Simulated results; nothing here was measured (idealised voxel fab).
Process module in this document: voxel ribs on slabs
Section shown: cut. Width: 185 nm. Cell size: 5 nm, square.
We lay out every cross-section as a grid of square cells and spell it out in bands from the top down, where one band means one or more rows of cells. Per band: top height and bottom height in nm, followed by the left-to-right materials and their widths in nm; "throughout" marks a single material spanning edge to edge, "empty" marks empty space. It should be noted that heights are counted from 0, beneath which the wafer as supplied is of one material throughout, and that the lowest band possesses no lower boundary but continues downward, as written in "0 nm and below". So if you see something like "30..40" for the width, read it as the top row of the band sitting at the first number and the bottom row at the second, with every row in between moving by the same amount as the last. Step marked "remained unchanged"? Then no cell in the cross-section changed in it. What "Closed empty spaces" gives you is every empty space of 8 cells or more that is cut off from the top. Each appears as width x height at distance, with the distance taken from the left edge and width, height and distance all in nm. The remark found on a step's line after its settings is issued by the simulator itself and pertains to that step. overlay nm: how far to the right of its planned place the mask lay on this masked step (negative: to the left).

INTENDED PROCESS STEPS
step 1: RECEIVE with material Si
step 2: DIRECTIONAL_DEP with material SiO2, thk nm 25
step 3: DIRECTIONAL_DEP with material SiN, thk nm 20
step 4: MASKED_ETCH with tone cover, mask id RIB, width nm 25, etch materials SiN, depth nm 10, overlay nm 0
step 5: MASKED_ETCH with tone cover, mask id SLAB, width nm 75, etch materials SiN, depth nm 10, overlay nm 0
step 6: FILL_DEP with material SiO2, thk nm 25
step 7: CMP with height nm 60
step 8: DIRECTIONAL_DEP with material TiN, thk nm 10
step 9: MASKED_ETCH with tone cover, mask id HEATER, width nm 35, etch materials TiN, depth nm 10, overlay nm 0
step 10: CONFORMAL_DEP with material SiO2, thk nm 5

THIS IS THE CROSS-SECTION OF THE WAFER AS WE RECEIVED IT, I.E. AFTER STEP 1
    0 nm and below  Si throughout
    Closed empty spaces: none

MODULE COMPLETE - CROSS-SECTION OF THE FIRST OF TWO WAFERS, RUN ACCORDING TO PLAN
    75 nm to 70 nm  empty (70)  SiO2 (45)  empty (70)
    70 nm to 65 nm  empty (70)  SiO2 (5)  TiN (35)  SiO2 (5)  empty (70)
    65 nm to 60 nm  SiO2 (75)  TiN (35)  SiO2 (75)
    60 nm to 45 nm  SiO2 throughout
    45 nm to 35 nm  SiO2 (80)  SiN (25)  SiO2 (80)
    35 nm to 25 nm  SiO2 (55)  SiN (75)  SiO2 (55)
    25 nm to 0 nm  SiO2 throughout
    0 nm and below  Si throughout
    Closed empty spaces: none

MODULE END: CROSS-SECTION OF WAFER TWO OF TWO. SAME START AND PROCESS PLAN AS THE FIRST WAFER. ONE MISTAKE DURING EXECUTION
    75 nm to 70 nm  empty (80)  SiO2 (45)  empty (60)
    70 nm to 65 nm  empty (80)  SiO2 (5)  TiN (35)  SiO2 (5)  empty (60)
    65 nm to 60 nm  SiO2 (85)  TiN (35)  SiO2 (65)
    60 nm to 45 nm  SiO2 throughout
    45 nm to 35 nm  SiO2 (80)  SiN (25)  SiO2 (80)
    35 nm to 25 nm  SiO2 (55)  SiN (75)  SiO2 (55)
    25 nm to 0 nm  SiO2 throughout
    0 nm and below  Si throughout
    Closed empty spaces: none
Here's what went sideways: the process deviated at step 9: the operation and settings actually run there were MASKED_ETCH with tone cover, mask id HEATER, width nm 35, etch materials TiN, depth nm 10, overlay nm 10
At the close, every material occupies the same number of cells on the second wafer as on the first, only in different positions.
